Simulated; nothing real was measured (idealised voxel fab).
process module | voxel transistor to metal
Square cells of 5 nm make up the cross-section cut, whose width is 200 nm.
We lay out every cross-section as a grid of square cells and spell it out in bands from the top down, where one band means one or more rows of cells.
Band: top height; bottom height; in nm. Then, left to right: material with width in nm, for each material. "edge to edge": a single material spanning edge to edge. "blank": empty space.
A quick word on heights: they are counted from 0, and under that level the wafer as it came to us is one material throughout. The lowest band is different from the rest in having no bottom; it simply continues downward, written as in "0 nm and below".
When a width is written as two numbers, as in "30->40", the first number is the width in the top row of cells of the band and the second is the width in its bottom row, and the width changes by the same amount from each row to the next.
The designation "identical to before", where it is given for a processing step, indicates that no cell of the cross-section was altered in the course of that step.
Each empty space that has no open way to the top and spans at least 8 cells appears under "Entrapped void list" as width x height at distance, the distance counted from the left edge, all in nm.
Heads up: the bit after the settings on a step's line is the simulator's remark on that step.
The optional step-line setting "overlay nm" applies to steps with a mask and quantifies how far to the right of its planned location the mask lay, a negative value indicating leftward placement.
[Below is the list of planned process steps]
step 1: RECEIVE: material Si
step 2: OXIDIZE: depth nm 5
step 3: CONFORMAL_DEP: material SiN, thk nm 10
step 4: MASKED_ETCH: tone cover, mask id ACTIVE, width nm 110, etch materials SiN, depth nm 10, overlay nm 0
step 5: MASKED_ETCH: tone cover, mask id ACTIVE, width nm 110, etch materials SiO2, depth nm 5, overlay nm -15
step 6: MASKED_ETCH: tone cover, mask id ACTIVE, width nm 110, etch materials Si, depth nm 35, overlay nm 0
step 7: OXIDIZE: depth nm 5
step 8: FILL_DEP: material SiO2, thk nm 5
step 9: CMP: height nm 10
step 10: SELECTIVE_ETCH: etch materials SiO2, depth nm 10
step 11: STRIP: etch materials SiN
step 12: SELECTIVE_ETCH: etch materials SiO2, depth nm 5
step 13: OXIDIZE: depth nm 5
step 14: DIRECTIONAL_DEP: material polySi, thk nm 25
step 15: DIRECTIONAL_DEP: material SiCN, thk nm 15
step 16: DIRECTIONAL_DEP: material aC, thk nm 15
step 17: PATTERN: tone cover, mask id GATE, material resist, width nm 20, thk nm 30, overlay nm 0
step 18: DIRECTIONAL_ETCH: etch materials aC, depth nm 15
step 19: STRIP: etch materials resist
step 20: DIRECTIONAL_ETCH: etch materials SiCN, depth nm 25
step 21: DIRECTIONAL_ETCH: etch materials polySi, depth nm 35
step 22: STRIP: etch materials aC
step 23: CONFORMAL_DEP: material SiO2, thk nm 5
step 24: DIRECTIONAL_ETCH: etch materials SiO2, depth nm 5
step 25: CONFORMAL_DEP: material SiN, thk nm 5
step 26: DIRECTIONAL_ETCH: etch materials SiN, depth nm 5
step 27: DIRECTIONAL_ETCH: etch materials SiO2, depth nm 5
step 28: DIRECTIONAL_ETCH: etch materials Si, depth nm 10
step 29: EPI: material nSi, thk nm 10
step 30: FILL_DEP: material SiO2, thk nm 10
step 31: CMP: height nm 35
step 32: DIRECTIONAL_DEP: material SiO2, thk nm 15
step 33: DIRECTIONAL_DEP: material aC, thk nm 10
step 34: PATTERN: tone open, mask id CONTACT, material resist, width nm 20, pitch nm 80, thk nm 25, overlay nm 0
step 35: DIRECTIONAL_ETCH: etch materials aC, depth nm 10
step 36: STRIP: etch materials resist
step 37: DIRECTIONAL_ETCH: etch materials SiO2, depth nm 60
step 38: STRIP: etch materials aC
step 39: CONFORMAL_DEP: material TiN, thk nm 5
step 40: FILL_DEP: material W, thk nm 10
step 41: CMP: height nm 50
step 42: CONFORMAL_DEP: material SiN, thk nm 5
step 43: DIRECTIONAL_DEP: material lowk, thk nm 25
step 44: MASKED_ETCH: tone open, mask id METAL_1, width nm 20, pitch nm 80, etch materials lowk, depth nm 25, overlay nm 0
step 45: MASKED_ETCH: tone open, mask id METAL_1, width nm 20, pitch nm 80, etch materials SiN, depth nm 5, overlay nm 0
step 46: CONFORMAL_DEP: material TiN, thk nm 5
step 47: FILL_DEP: material W, thk nm 10
step 48: CMP: height nm 80
step 49: EPI: material Ru, thk nm 5
step 50: FILL_DEP: material SiCN, thk nm 5
The overlay nm used in step 5 is not the same on every wafer, whereas the starting condition is; the value printed in the plan is the first wafer's.
[first wafer as received, after step 1]
- 0 nm and below | Si edge to edge
- Entrapped void list: none
[Table: wafers, a row each; end-of-module cell change per material since receipt, gain (+), loss (-); then closed voids]
overlay nm -15; +12 Ru; -229 Si; +80 SiCN; +48 SiN; +447 SiO2; +80 TiN; +64 W; +160 lowk; +38 nSi; +20 polySi; Entrapped void list: none
overlay nm -10; +12 Ru; -234 Si; +80 SiCN; +48 SiN; +454 SiO2; +80 TiN; +64 W; +160 lowk; +36 nSi; +20 polySi; Entrapped void list: none
overlay nm -5; +12 Ru; -239 Si; +80 SiCN; +48 SiN; +461 SiO2; +80 TiN; +64 W; +160 lowk; +34 nSi; +20 polySi; Entrapped void list: none
overlay nm 0; +12 Ru; -244 Si; +80 SiCN; +48 SiN; +468 SiO2; +80 TiN; +64 W; +160 lowk; +32 nSi; +20 polySi; Entrapped void list: none
overlay nm 5; +12 Ru; -239 Si; +80 SiCN; +48 SiN; +461 SiO2; +80 TiN; +64 W; +160 lowk; +34 nSi; +20 polySi; Entrapped void list: none
overlay nm 10; +12 Ru; -234 Si; +80 SiCN; +48 SiN; +454 SiO2; +80 TiN; +64 W; +160 lowk; +36 nSi; +20 polySi; Entrapped void list: none
overlay nm 15; +12 Ru; -229 Si; +80 SiCN; +48 SiN; +447 SiO2; +80 TiN; +64 W; +160 lowk; +38 nSi; +20 polySi; Entrapped void list: none
